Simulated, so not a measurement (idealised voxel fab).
process module | voxel released beams
cross-section cut | 270 nm wide | cells 5 nm
A cross-section is a grid of square cells, given in bands from the top down. A band is one or more rows of cells.
Each band's line starts with the height of the band's top and of its bottom, in nm. Then come its materials from left to right, each with its width in nm. One material with "throughout" fills the band from edge to edge. "air" is empty space.
Height 0 is the level under which the wafer as received is all one material. The lowest band goes on downwards, as in "0 down".
A width such as "30 to 40" changes by the same amount from each row of cells to the next, from the band's top row to its bottom row.
"no change" after a step means that no cell of the cross-section changed.
closed voids: empty space of 8 cells or more with no open way to the top, each as width x height at its distance from the left edge, in nm
after a step's settings: what the simulator itself notes on the step
overlay nm, on a step with a mask: how far to the right of its planned place the mask lay; to the left if negative
plan
1 op RECEIVE | material Si
2 op CONFORMAL_DEP | material Al2O3 | thk nm 10
3 op DIRECTIONAL_DEP | material SiO2 | thk nm 15
4 op PATTERN | tone open | mask id ANCHOR | material resist | width nm 40 | thk nm 15 | overlay nm 0
5 op DIRECTIONAL_ETCH | etch materials SiO2 | depth nm 15
6 op STRIP | etch materials resist
7 op CONFORMAL_DEP | material polySi | thk nm 15
8 op PATTERN | tone cover | mask id BEAM | material resist | width nm 125 | thk nm 20 | overlay nm 0
9 op DIRECTIONAL_ETCH | etch materials polySi | depth nm 15
10 op STRIP | etch materials resist
11 op STRIP | etch materials SiO2
as received, after step 1
  0 down: Si throughout
  closed voids: none
a wafer at the end: this start, this plan, one mistake
  35 to 25: air 70 | polySi 20 | air 10 | polySi 95 | air 75
  25 to 20: air 70 | polySi 125 | air 75
  20 to 10: air 75 | polySi 40 | air 155
  10 to 0: Al2O3 throughout
  0 down: Si throughout
  closed voids: none
what went wrong: step 3 ran as: op DIRECTIONAL_DEP | material SiO2 | thk nm 10
